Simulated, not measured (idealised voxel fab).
This section sets out a process module, namely voxel lift off.
Shown is cross-section cut, with a width of 285 nm and square cells of size 5 nm.
Cross-section spec: square-cell grid; bands listed top down; each band is one or more rows. Within each band entry, the heights of the top and of the bottom of the band appear first, in that order and in nm; the materials of the band then follow from left to right, each with its corresponding width in nm. The designation "throughout" on a single material indicates that it fills the band from edge to edge; the designation "air" indicates empty space. Height is counted from the level 0, under which the received wafer is composed throughout of one material. The lowest of the bands is not closed at the bottom but continues downward, in the notation "0 down". You'd read "30..40" like this: the band's top row of cells is as wide as the first number, its bottom row is as wide as the second, and going down, every row changes width by the same amount as the row before did. For the purposes of this document, the phrase "no modification" attached to a step denotes that no cell within the cross-section was modified by that step. "Trapped void list" - sealed voids, min. 8 cells, no opening to top; format: width x height at distance (distance from left edge; nm throughout). It should be noted that, on the line of a given step, the content following the step's settings is a remark produced by the simulator itself with respect to that step. When a step includes a mask, the "overlay nm" setting on its line states how far to the right of its planned place that mask lay, and negative values state how far to the left.
### Planned step list for the process
1,RECEIVE with material Si
2,CONFORMAL_DEP with material SiO2, thk nm 15
3,PATTERN with tone open, mask id LINES, material resist, width nm 25, pitch nm 40, thk nm 20, overlay nm 0
4,DIRECTIONAL_DEP with material Ru, thk nm 10
5,STRIP with etch materials resist
6,CONFORMAL_DEP with material SiN, thk nm 10
### Cross-section of the wafer as it came to us, i.e., already through step 1
  0 down = Si throughout
  Trapped void list: none
### One mistake in running the module, otherwise start and plan as above: cross-section at the end
  35 to 25 = 120 nm SiN | 5 nm air | 35 nm SiN | 5 nm air | 120 nm SiN
  25 to 15 = 110 nm Ru | 25 nm SiN | 15 nm Ru | 25 nm SiN | 110 nm Ru
  15 to 0 = SiO2 throughout
  0 down = Si throughout
  Trapped void list: none
Run error: planned and actual differ for step 3; actual: PATTERN with tone cover, mask id LINES, material resist, width nm 25, pitch nm 40, thk nm 20, overlay nm 0
